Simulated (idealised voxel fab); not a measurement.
process module | voxel released beams
The cross-section on display is named cut; it measures 200 nm wide, and its cells are 5 nm squares.
Cross-section = grid of square cells, listed top down in bands; band = one or more rows. Read a band's entry like this: the first values are the height of its top and the height of its bottom in nm, and what follows is the sequence of materials from left to right, each with its width in nm. Note that "blank" is empty space, and that a single material marked "everywhere" reaches across the band from edge to edge. Measure heights from 0. That's the level where, below it, the as-received wafer is all one material. The lowest band is bottomless and extends downward; write it as in "0 -> down". A two-number width, for instance "30->40", indicates that the width is equal to the first number in the top row of the band and to the second number in the bottom row, and that it changes by a constant amount per row of cells. "nothing was modified" -> step changed no cross-section cell. The entry titled "Closed cavity list" provides the empty spaces that have no open way to the top, restricted to those of 8 cells or more. Each is presented as width x height at distance, the distance being measured from the left edge, with all three in nm. Text after the settings on a step's line: the simulator's own remark on that step. Among the settings permitted on a step's line is "overlay nm"; applied to a step with a mask, it specifies the extent to which the mask lay to the right of its planned position, whereas a negative figure signifies a position to the left.
[Process steps foreseen in the plan]
1: RECEIVE,material Si
2: CONFORMAL_DEP,material Al2O3,thk nm 10
3: DIRECTIONAL_DEP,material SiO2,thk nm 20
4: MASKED_ETCH,tone open,mask id ANCHOR,width nm 25,etch materials SiO2,depth nm 20,overlay nm 0
5: CONFORMAL_DEP,material polySi,thk nm 10
6: MASKED_ETCH,tone cover,mask id BEAM,width nm 75,etch materials polySi,depth nm 10,overlay nm 0
7: STRIP,etch materials SiO2
[Cross-section: wafer on arrival = after step 1]
0 -> down: Si everywhere
Closed cavity list: none
[End state of the module in cross-section, given the above starting point and plan and one mistake in execution]
40 -> 30: blank 60, polySi 75, blank 65
30 -> 20: Al2O3 everywhere
20 -> 0: SiO2 everywhere
0 -> down: Si everywhere
Closed cavity list: none
Where did the run depart from the plan? so 2 and 3 got swapped relative to the plan, each ran where the other was supposed to
